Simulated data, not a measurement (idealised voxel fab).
Process module in this document: voxel local oxidation
We display cut, a cross-section 225 nm in width whose square cells are each 5 nm.
In this document a cross-section is written as a grid of square cells. It is given as a series of bands, listed from the top down, and a band is one or more rows of cells. The entry gives the band's vertical extent as a top height and a bottom height in nm, then its horizontal make-up as materials from left to right, each with a width in nm. "blank" stands for empty space; a single material marked "edge to edge" fills the band edge to edge. Heads up on the height convention: 0 is the point under which the incoming wafer is all one material, and the lowest band has no bottom, it just keeps going down, like "0 down". Note: "30 to 40" means the width goes from the first number (top row of the band) to the second number (bottom row) in equal steps per row of cells. A step reported as "everything unchanged" is a step in which no cell of the cross-section changed. "Sealed internal voids" - sealed voids, min. 8 cells, no opening to top; format: width x height at distance (distance from left edge; nm throughout). If you see something after the settings on a step's line, that's the simulator's own remark about that step. "overlay nm" on a masked step: distance the mask lay right of its planned place, negative for left.
# Process steps - plan
1. RECEIVE: material Si
2. OXIDIZE: depth nm 5
3. CONFORMAL_DEP: material SiN, thk nm 15
4. MASKED_ETCH: tone cover, mask id ACTIVE, width nm 95, etch materials SiN, depth nm 15, overlay nm 0
5. SELECTIVE_ETCH: etch materials SiO2, depth nm 5
6. OXIDIZE: depth nm 15
7. STRIP: etch materials SiN
# First out of two wafers; run went to plan
# Cross-section of the wafer upon arrival, representing the state reached after step 1
	0 down: Si edge to edge
	Sealed internal voids: none
# after step 2
	0 to -5: SiO2 edge to edge
	Whatever lies below -5 is exactly as it was before.
# after step 3
	15 to 0: SiN edge to edge
	Whatever lies below 0 is exactly as it was before.
# after step 4
	15 to 0: blank: 65  SiN: 95  blank: 65
	Whatever lies below 0 is exactly as it was before.
# after step 5
	15 to 0: blank: 65  SiN: 95  blank: 65
	0 to -5: blank: 70  SiO2: 85  blank: 70
	Whatever lies below -5 is exactly as it was before.
# after step 6
	15 to 0: blank: 65  SiN: 95  blank: 65
	0 to -5: blank: 70  SiO2: 85  blank: 70
	-5 to -20: SiO2: 85  Si: 55  SiO2: 85
	Whatever lies below -20 is exactly as it was before.
# after step 7
	0 to -5: blank: 70  SiO2: 85  blank: 70
	Whatever lies below -5 is exactly as it was before.
# Wafer two of the pair: same origin, same plan, one error during the run; identical to wafer one up to and including step 5
# Second wafer, cut view, end of step 6 per plan
	0 to -5: blank: 70  SiO2: 85  blank: 70
	Whatever lies below -5 is exactly as it was before.
# Second wafer, cut view, end of step 7 per plan
	0 to -5: blank: 70  SiO2: 85  blank: 70
	-5 to -20: SiO2: 85  Si: 55  SiO2: 85
	Whatever lies below -20 is exactly as it was before.
Misprocessing identified: ran 6 and 7 in swapped order versus the plan
The two wafers finish with the same cross-section, and therefore the mistake leaves the computed outcome of this model unchanged.
